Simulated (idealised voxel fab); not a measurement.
Title: Process Module voxel self aligned vias
Xsec cut, 235 nm wide, square cell size 5 nm.
Cross-section spec: square-cell grid; bands listed top down; each band is one or more rows. Top, bottom (nm), then materials left to right with widths (nm); lone material tagged "everywhere" fills the whole band edge to edge; "blank" = empty space. Height 0 is the level under which the wafer as received is all one material. The lowest band goes on downwards, as in "top 0, no bottom". Width "30..40": first value at the band's top row of cells, second value at its bottom row, equal change from row to row. Key: "no alteration" - step with no changed cell in the cross-section. "Cavities, closed" contains a list of empty spaces, each no smaller than 8 cells and without an open way to the top, written in the form width x height at distance with the distance from the left edge and all three in nm. Whatever follows a step's settings on its line is a remark the simulator itself makes about that step. Steps that use a mask can have "overlay nm" on their line. It says how far the mask sat to the right of where it was meant to be. Negative means to the left.

Process steps foreseen in the plan
1: RECEIVE,material Si
2: CONFORMAL_DEP,material SiO2,thk nm 10
3: CONFORMAL_DEP,material SiCN,thk nm 5
4: DIRECTIONAL_DEP,material lowk,thk nm 20
5: PATTERN,tone open,mask id LINES,material resist,width nm 25,pitch nm 65,thk nm 15,overlay nm 0
6: DIRECTIONAL_ETCH,etch materials lowk,depth nm 20
7: STRIP,etch materials resist
8: CONFORMAL_DEP,material TiN,thk nm 5
9: FILL_DEP,material Ru,thk nm 5
10: CMP,height nm 35
11: SELECTIVE_ETCH,etch materials W Ru TiN,depth nm 10
12: FILL_DEP,material SiN,thk nm 10
13: CMP,height nm 35
14: DIRECTIONAL_DEP,material lowk,thk nm 20
15: DIRECTIONAL_DEP,material aC,thk nm 10
16: PATTERN,tone open,mask id VIAS,material resist,width nm 35,thk nm 30,overlay nm -15
17: DIRECTIONAL_ETCH,etch materials aC,depth nm 10
18: STRIP,etch materials resist
19: DIRECTIONAL_ETCH,etch materials lowk,depth nm 20
20: DIRECTIONAL_ETCH,etch materials SiN,depth nm 10
21: STRIP,etch materials aC
22: CONFORMAL_DEP,material TiN,thk nm 5
23: FILL_DEP,material W,thk nm 10
24: CMP,height nm 55
25: CONFORMAL_DEP,material SiN,thk nm 5
Every wafer here starts from the same state; it is the step 16 overlay nm that distinguishes them, and the value the plan gives belongs to the first wafer.

Cross-section of the first of several wafers on receipt, reflecting completion of step 1
top 0, no bottom: Si everywhere
Cavities, closed: none

End-of-module cross-section, first of several wafers, after last step 25
top 60, bottom 55: SiN everywhere
top 55, bottom 40: 50 lowk; 5 TiN; 25 W; 5 TiN; 150 lowk
top 40, bottom 35: 50 lowk; 25 TiN; 5 W; 5 TiN; 150 lowk
top 35, bottom 30: 70 lowk; 5 TiN; 5 W; 5 TiN; 10 SiN; 40 lowk; 25 SiN; 75 lowk
top 30, bottom 25: 70 lowk; 15 TiN; 10 SiN; 40 lowk; 25 SiN; 75 lowk
top 25, bottom 20: 70 lowk; 5 TiN; 15 Ru; 5 TiN; 40 lowk; 5 TiN; 15 Ru; 5 TiN; 75 lowk
top 20, bottom 15: 70 lowk; 25 TiN; 40 lowk; 25 TiN; 75 lowk
top 15, bottom 10: SiCN everywhere
top 10, bottom 0: SiO2 everywhere
top 0, no bottom: Si everywhere
Cavities, closed: none

Wafer cross-section (last wafer, module end)
top 60, bottom 55: SiN everywhere
top 55, bottom 40: 80 lowk; 5 TiN; 25 W; 5 TiN; 120 lowk
top 40, bottom 35: 80 lowk; 5 TiN; 5 W; 25 TiN; 120 lowk
top 35, bottom 30: 70 lowk; 10 SiN; 5 TiN; 5 W; 5 TiN; 40 lowk; 25 SiN; 75 lowk
top 30, bottom 25: 70 lowk; 10 SiN; 15 TiN; 40 lowk; 25 SiN; 75 lowk
top 25, bottom 20: 70 lowk; 5 TiN; 15 Ru; 5 TiN; 40 lowk; 5 TiN; 15 Ru; 5 TiN; 75 lowk
top 20, bottom 15: 70 lowk; 25 TiN; 40 lowk; 25 TiN; 75 lowk
top 15, bottom 10: SiCN everywhere
top 10, bottom 0: SiO2 everywhere
top 0, no bottom: Si everywhere
Cavities, closed: none

Take any row and you have a wafer at the end of the module: how many cells of each material it has gained (+) or lost (-) since it was received, and then its closed voids
overlay nm -15; +6 Ru; +47 SiCN; +61 SiN; +94 SiO2; +31 TiN; +17 W; +308 lowk; Cavities, closed: none
overlay nm -10; +6 Ru; +47 SiCN; +59 SiN; +94 SiO2; +31 TiN; +19 W; +308 lowk; Cavities, closed: none
overlay nm -5; +6 Ru; +47 SiCN; +57 SiN; +94 SiO2; +31 TiN; +21 W; +308 lowk; Cavities, closed: none
overlay nm 0; +6 Ru; +47 SiCN; +57 SiN; +94 SiO2; +31 TiN; +21 W; +308 lowk; Cavities, closed: none
overlay nm 5; +6 Ru; +47 SiCN; +57 SiN; +94 SiO2; +31 TiN; +21 W; +308 lowk; Cavities, closed: none
overlay nm 10; +6 Ru; +47 SiCN; +59 SiN; +94 SiO2; +31 TiN; +19 W; +308 lowk; Cavities, closed: none
overlay nm 15; +6 Ru; +47 SiCN; +61 SiN; +94 SiO2; +31 TiN; +17 W; +308 lowk; Cavities, closed: none
